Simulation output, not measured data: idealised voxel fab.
A process module follows: voxel self aligned contacts.
The cross-section on display is named cut; it measures 240 nm wide, and its cells are 5 nm squares.
A cross-section is a grid of square cells, given in bands from the top down. A band is one or more rows of cells.
The band entry comprises the height of the band's top followed by the height of its bottom, expressed in nm, and subsequently the band's materials from left to right, each stated together with its width in nm. Where a single material is marked with the word "throughout", that material fills the band from edge to edge. The word "blank" represents empty space.
Height is counted from the level 0, under which the received wafer is composed throughout of one material. The lowest of the bands is not closed at the bottom but continues downward, in the notation "from 0 down".
Per-row width for "30..40": begins at first number (top row of band), ends at second number (bottom row), increment between rows held constant.
"remained the same", as given for a step, is the statement that not any cell of the cross-section underwent a change during that step.
Heads up: "Enclosed internal cavities" only lists the empty pockets with no open path to the top that are 8 cells or more, and it writes them as width x height at distance, distance from the left edge, in nm.
If you see something after the settings on a step's line, that's the simulator's own remark about that step.
A step line may carry the setting "overlay nm", which, for steps involving a mask, states the distance by which the mask lay to the right of its intended position; negative values denote displacement to the left.
So here's the lineup of process steps we planned
- 1: RECEIVE,material Si
- 2: OXIDIZE,depth nm 5
- 3: DIRECTIONAL_DEP,material polySi,thk nm 20
- 4: DIRECTIONAL_DEP,material SiN,thk nm 15
- 5: PATTERN,tone cover,mask id GATE,material resist,width nm 30,pitch nm 60,thk nm 20,overlay nm 0
- 6: DIRECTIONAL_ETCH,etch materials SiN,depth nm 15
- 7: DIRECTIONAL_ETCH,etch materials polySi,depth nm 20
- 8: STRIP,etch materials resist
- 9: CONFORMAL_DEP,material SiN,thk nm 5
- 10: DIRECTIONAL_ETCH,etch materials SiN,depth nm 5
- 11: FILL_DEP,material SiO2,thk nm 15
- 12: CMP,height nm 40
- 13: PATTERN,tone open,mask id CONTACT,material resist,width nm 40,thk nm 15,overlay nm 0
- 14: DIRECTIONAL_ETCH,etch materials SiO2,depth nm 45
- 15: STRIP,etch materials resist
- 16: CONFORMAL_DEP,material TiN,thk nm 5
- 17: FILL_DEP,material Ru,thk nm 5
- 18: CMP,height nm 40
- 19: CONFORMAL_DEP,material SiCN,thk nm 5
The first wafer of two, processed as planned
Incoming wafer in cross-section (state: after step 1)
  from 0 down  Si throughout
  Enclosed internal cavities: none
Cross-section of the wafer subsequent to step 2
  from 0 to -5  SiO2 throughout
  below -5: unchanged
Cross-section of the wafer subsequent to step 3
  from 20 to 0  polySi throughout
  below 0: unchanged
Cross-section of the wafer subsequent to step 4
  from 35 to 20  SiN throughout
  below 20: unchanged
Cross-section of the wafer subsequent to step 5
  from 55 to 35  75 of blank / 30 of resist / 30 of blank / 30 of resist / 75 of blank
  below 35: unchanged
Cross-section of the wafer subsequent to step 6
  from 55 to 35  75 of blank / 30 of resist / 30 of blank / 30 of resist / 75 of blank
  from 35 to 20  75 of blank / 30 of SiN / 30 of blank / 30 of SiN / 75 of blank
  below 20: unchanged
Cross-section of the wafer subsequent to step 7
  from 55 to 35  75 of blank / 30 of resist / 30 of blank / 30 of resist / 75 of blank
  from 35 to 20  75 of blank / 30 of SiN / 30 of blank / 30 of SiN / 75 of blank
  from 20 to 0  75 of blank / 30 of polySi / 30 of blank / 30 of polySi / 75 of blank
  below 0: unchanged
Cross-section of the wafer subsequent to step 8
  from 35 to 20  75 of blank / 30 of SiN / 30 of blank / 30 of SiN / 75 of blank
  below 20: unchanged
Cross-section of the wafer subsequent to step 9
  from 40 to 20  70 of blank / 40 of SiN / 20 of blank / 40 of SiN / 70 of blank
  from 20 to 5  70 of blank / 5 of SiN / 30 of polySi / 5 of SiN / 20 of blank / 5 of SiN / 30 of polySi / 5 of SiN / 70 of blank
  from 5 to 0  75 of SiN / 30 of polySi / 30 of SiN / 30 of polySi / 75 of SiN
  below 0: unchanged
Cross-section of the wafer subsequent to step 10
  from 35 to 20  70 of blank / 40 of SiN / 20 of blank / 40 of SiN / 70 of blank
  from 20 to 0  70 of blank / 5 of SiN / 30 of polySi / 5 of SiN / 20 of blank / 5 of SiN / 30 of polySi / 5 of SiN / 70 of blank
  below 0: unchanged
Cross-section of the wafer subsequent to step 11
  from 50 to 35  SiO2 throughout
  from 35 to 20  70 of SiO2 / 40 of SiN / 20 of SiO2 / 40 of SiN / 70 of SiO2
  from 20 to 0  70 of SiO2 / 5 of SiN / 30 of polySi / 5 of SiN / 20 of SiO2 / 5 of SiN / 30 of polySi / 5 of SiN / 70 of SiO2
  below 0: unchanged
Cross-section of the wafer subsequent to step 12
  from 40 to 35  SiO2 throughout
  below 35: unchanged
Cross-section of the wafer subsequent to step 13
  from 55 to 40  100 of resist / 40 of blank / 100 of resist
  below 40: unchanged
Cross-section of the wafer subsequent to step 14
  from 55 to 40  100 of resist / 40 of blank / 100 of resist
  from 40 to 35  100 of SiO2 / 40 of blank / 100 of SiO2
  from 35 to 20  70 of SiO2 / 40 of SiN / 20 of blank / 40 of SiN / 70 of SiO2
  from 20 to 0  70 of SiO2 / 5 of SiN / 30 of polySi / 5 of SiN / 20 of blank / 5 of SiN / 30 of polySi / 5 of SiN / 70 of SiO2
  from 0 to -5  110 of SiO2 / 20 of blank / 110 of SiO2
  below -5: unchanged
Cross-section of the wafer subsequent to step 15
  from 40 to 35  100 of SiO2 / 40 of blank / 100 of SiO2
  below 35: unchanged
Cross-section of the wafer subsequent to step 16
  from 45 to 40  105 of TiN / 30 of blank / 105 of TiN
  from 40 to 35  100 of SiO2 / 15 of TiN / 10 of blank / 15 of TiN / 100 of SiO2
  from 35 to 20  70 of SiO2 / 40 of SiN / 5 of TiN / 10 of blank / 5 of TiN / 40 of SiN / 70 of SiO2
  from 20 to 0  70 of SiO2 / 5 of SiN / 30 of polySi / 5 of SiN / 5 of TiN / 10 of blank / 5 of TiN / 5 of SiN / 30 of polySi / 5 of SiN / 70 of SiO2
  from 0 to -5  110 of SiO2 / 20 of TiN / 110 of SiO2
  below -5: unchanged
Cross-section of the wafer subsequent to step 17
  from 50 to 45  Ru throughout
  from 45 to 40  105 of TiN / 30 of Ru / 105 of TiN
  from 40 to 35  100 of SiO2 / 15 of TiN / 10 of Ru / 15 of TiN / 100 of SiO2
  from 35 to 20  70 of SiO2 / 40 of SiN / 5 of TiN / 10 of Ru / 5 of TiN / 40 of SiN / 70 of SiO2
  from 20 to 0  70 of SiO2 / 5 of SiN / 30 of polySi / 5 of SiN / 5 of TiN / 10 of Ru / 5 of TiN / 5 of SiN / 30 of polySi / 5 of SiN / 70 of SiO2
  below 0: unchanged
Cross-section of the wafer subsequent to step 18
  from 40 to 35  100 of SiO2 / 15 of TiN / 10 of Ru / 15 of TiN / 100 of SiO2
  below 35: unchanged
Cross-section of the wafer subsequent to step 19
  from 45 to 40  SiCN throughout
  below 40: unchanged
Now the other wafer: same start, same recipe, but we messed up one thing when running it. Up to and including step 1 it's the same as the first one
The second wafer cut through, at the time step 2 was supposed to be finished
  from 20 to 0  polySi throughout
  below 0: unchanged
The second wafer cut through, at the time step 3 was supposed to be finished
  from 20 to 15  SiO2 throughout
  below 15: unchanged
The second wafer cut through, at the time step 4 was supposed to be finished
  from 35 to 20  SiN throughout
  below 20: unchanged
The second wafer cut through, at the time step 5 was supposed to be finished
  from 55 to 35  75 of blank / 30 of resist / 30 of blank / 30 of resist / 75 of blank
  below 35: unchanged
The second wafer cut through, at the time step 6 was supposed to be finished
  from 55 to 35  75 of blank / 30 of resist / 30 of blank / 30 of resist / 75 of blank
  from 35 to 20  75 of blank / 30 of SiN / 30 of blank / 30 of SiN / 75 of blank
  below 20: unchanged
The second wafer cut through, at the time step 7 was supposed to be finished: remained the same
The second wafer cut through, at the time step 8 was supposed to be finished
  from 35 to 20  75 of blank / 30 of SiN / 30 of blank / 30 of SiN / 75 of blank
  below 20: unchanged
The second wafer cut through, at the time step 9 was supposed to be finished
  from 40 to 25  70 of blank / 40 of SiN / 20 of blank / 40 of SiN / 70 of blank
  from 25 to 20  SiN throughout
  below 20: unchanged
The second wafer cut through, at the time step 10 was supposed to be finished
  from 35 to 20  70 of blank / 40 of SiN / 20 of blank / 40 of SiN / 70 of blank
  below 20: unchanged
The second wafer cut through, at the time step 11 was supposed to be finished
  from 50 to 35  SiO2 throughout
  from 35 to 20  70 of SiO2 / 40 of SiN / 20 of SiO2 / 40 of SiN / 70 of SiO2
  below 20: unchanged
The second wafer cut through, at the time step 12 was supposed to be finished
  from 40 to 35  SiO2 throughout
  below 35: unchanged
The second wafer cut through, at the time step 13 was supposed to be finished
  from 55 to 40  100 of resist / 40 of blank / 100 of resist
  below 40: unchanged
The second wafer cut through, at the time step 14 was supposed to be finished
  from 55 to 40  100 of resist / 40 of blank / 100 of resist
  from 40 to 35  100 of SiO2 / 40 of blank / 100 of SiO2
  from 35 to 20  70 of SiO2 / 40 of SiN / 20 of blank / 40 of SiN / 70 of SiO2
  from 20 to 15  110 of SiO2 / 20 of blank / 110 of SiO2
  below 15: unchanged
The second wafer cut through, at the time step 15 was supposed to be finished
  from 40 to 35  100 of SiO2 / 40 of blank / 100 of SiO2
  below 35: unchanged
The second wafer cut through, at the time step 16 was supposed to be finished
  from 45 to 40  105 of TiN / 30 of blank / 105 of TiN
  from 40 to 35  100 of SiO2 / 15 of TiN / 10 of blank / 15 of TiN / 100 of SiO2
  from 35 to 20  70 of SiO2 / 40 of SiN / 5 of TiN / 10 of blank / 5 of TiN / 40 of SiN / 70 of SiO2
  from 20 to 15  110 of SiO2 / 20 of TiN / 110 of SiO2
  below 15: unchanged
The second wafer cut through, at the time step 17 was supposed to be finished
  from 50 to 45  Ru throughout
  from 45 to 40  105 of TiN / 30 of Ru / 105 of TiN
  from 40 to 35  100 of SiO2 / 15 of TiN / 10 of Ru / 15 of TiN / 100 of SiO2
  from 35 to 20  70 of SiO2 / 40 of SiN / 5 of TiN / 10 of Ru / 5 of TiN / 40 of SiN / 70 of SiO2
  below 20: unchanged
The second wafer cut through, at the time step 18 was supposed to be finished
  from 40 to 35  100 of SiO2 / 15 of TiN / 10 of Ru / 15 of TiN / 100 of SiO2
  below 35: unchanged
The second wafer cut through, at the time step 19 was supposed to be finished
  from 45 to 40  SiCN throughout
  below 40: unchanged
Misprocessing identified: steps 2 and 3 of the plan were each performed in the slot designated for the other
End check, counted in cells, second wafer has more or fewer of these materials than the first: -8 Ru | +48 Si | -16 SiN | -112 SiO2 | -8 TiN | +96 polySi
